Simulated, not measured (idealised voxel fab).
You're looking at the process module voxel wiring stack.
It is cross-section cut that appears here, measuring 260 nm in width, its square cells being 5 nm in size.
Format of a cross-section: grid, square cells. Given as bands. Order: top down. Band: one or more rows of cells. Basically the band line says how high the top is and how high the bottom is, in nm, and then what's in it from left to right, every material with its width in nm. Empty space shows up as "air", and if a single material carries "throughout" it runs the full band edge to edge. Note: height 0 marks the level under which the wafer is uniformly one material as received. Lowest band unbounded below, written "0 nm and below". Note: "30..40" means the width goes from the first number (top row of the band) to the second number (bottom row) in equal steps per row of cells. You'll sometimes find "everything unchanged" written for a step, and that's the way of saying that nowhere in the cross-section did a cell change during that step. Enclosed voids (no open way to top), threshold 8 cells or more, entry "Enclosed internal cavities", notation width x height at distance, distance from left edge, nm. Where a step's line continues beyond its settings, the continuation is a remark by the simulator itself on that step. overlay nm: how far to the right of its planned place the mask lay on this masked step (negative: to the left).

Process steps foreseen in the plan:
1) RECEIVE, material Si
2) CONFORMAL_DEP, material SiO2, thk nm 10
3) CONFORMAL_DEP, material SiCN, thk nm 5
4) DIRECTIONAL_DEP, material lowk, thk nm 20
5) PATTERN, tone open, mask id METAL_1, material resist, width nm 30, pitch nm 55, thk nm 15, overlay nm 0
6) DIRECTIONAL_ETCH, etch materials lowk, depth nm 20
7) DIRECTIONAL_ETCH, etch materials SiCN, depth nm 5
8) STRIP, etch materials resist
9) CONFORMAL_DEP, material TiN, thk nm 5
10) FILL_DEP, material W, thk nm 5
11) CMP, height nm 35
12) CONFORMAL_DEP, material SiCN, thk nm 5
13) DIRECTIONAL_DEP, material SiO2, thk nm 30
14) PATTERN, tone open, mask id METAL_2, material resist, width nm 30, pitch nm 55, thk nm 15, overlay nm 0
15) DIRECTIONAL_ETCH, etch materials SiO2, depth nm 15
16) STRIP, etch materials resist
17) DIRECTIONAL_DEP, material aC, thk nm 15
18) PATTERN, tone open, mask id METAL_2_HOLES, material resist, width nm 15, pitch nm 110, thk nm 30, overlay nm 0
19) DIRECTIONAL_ETCH, etch materials aC, depth nm 15
20) STRIP, etch materials resist
21) DIRECTIONAL_ETCH, etch materials SiO2, depth nm 15
22) DIRECTIONAL_ETCH, etch materials SiCN, depth nm 5
23) STRIP, etch materials aC
24) CONFORMAL_DEP, material TiN, thk nm 5
25) FILL_DEP, material Ru, thk nm 5
26) CMP, height nm 70
27) CONFORMAL_DEP, material SiCN, thk nm 5

Step 1 complete: cross-section of the wafer as received:
- 0 nm and below = Si throughout
- Enclosed internal cavities: none

The first of the two wafers as seen in cross-section once the module was finished; processing followed the plan:
- 75 nm to 70 nm = SiCN throughout
- 70 nm to 60 nm = 60 nm SiO2 / 5 nm TiN / 20 nm Ru / 5 nm TiN / 25 nm SiO2 / 5 nm TiN / 20 nm Ru / 5 nm TiN / 25 nm SiO2 / 5 nm TiN / 20 nm Ru / 5 nm TiN / 60 nm SiO2
- 60 nm to 55 nm = 60 nm SiO2 / 5 nm TiN / 5 nm Ru / 20 nm TiN / 25 nm SiO2 / 30 nm TiN / 25 nm SiO2 / 5 nm TiN / 5 nm Ru / 20 nm TiN / 60 nm SiO2
- 55 nm to 40 nm = 60 nm SiO2 / 5 nm TiN / 5 nm Ru / 5 nm TiN / 95 nm SiO2 / 5 nm TiN / 5 nm Ru / 5 nm TiN / 75 nm SiO2
- 40 nm to 35 nm = 60 nm SiCN / 15 nm TiN / 95 nm SiCN / 15 nm TiN / 75 nm SiCN
- 35 nm to 15 nm = 60 nm lowk / 5 nm TiN / 20 nm W / 5 nm TiN / 25 nm lowk / 5 nm TiN / 20 nm W / 5 nm TiN / 25 nm lowk / 5 nm TiN / 20 nm W / 5 nm TiN / 60 nm lowk
- 15 nm to 10 nm = 60 nm SiCN / 30 nm TiN / 25 nm SiCN / 30 nm TiN / 25 nm SiCN / 30 nm TiN / 60 nm SiCN
- 10 nm to 0 nm = SiO2 throughout
- 0 nm and below = Si throughout
- Enclosed internal cavities: none

End-of-module cross-section of the second wafer: identical starting point and process plan to the first, with one processing mistake:
- 75 nm to 70 nm = SiCN throughout
- 70 nm to 60 nm = 70 nm Ru / 5 nm TiN / 15 nm SiO2 / 5 nm TiN / 15 nm Ru / 5 nm TiN / 30 nm SiO2 / 5 nm TiN / 30 nm Ru / 5 nm TiN / 15 nm SiO2 / 5 nm TiN / 55 nm Ru
- 60 nm to 55 nm = 75 nm TiN / 15 nm SiO2 / 25 nm TiN / 30 nm SiO2 / 40 nm TiN / 15 nm SiO2 / 60 nm TiN
- 55 nm to 40 nm = SiO2 throughout
- 40 nm to 35 nm = SiCN throughout
- 35 nm to 15 nm = 60 nm lowk / 5 nm TiN / 20 nm W / 5 nm TiN / 25 nm lowk / 5 nm TiN / 20 nm W / 5 nm TiN / 25 nm lowk / 5 nm TiN / 20 nm W / 5 nm TiN / 60 nm lowk
- 15 nm to 10 nm = 60 nm SiCN / 30 nm TiN / 25 nm SiCN / 30 nm TiN / 25 nm SiCN / 30 nm TiN / 60 nm SiCN
- 10 nm to 0 nm = SiO2 throughout
- 0 nm and below = Si throughout
- Enclosed internal cavities: none
The plan and the run diverged here: rather than as planned, step 14 actually ran as PATTERN, tone cover, mask id METAL_2, material resist, width nm 30, pitch nm 55, thk nm 15, overlay nm 0
Looking at both finished wafers in cells, the second ends up ahead of or behind the first on some materials: 36 more of Ru, 6 more of SiCN, 48 fewer of SiO2, 6 more of TiN
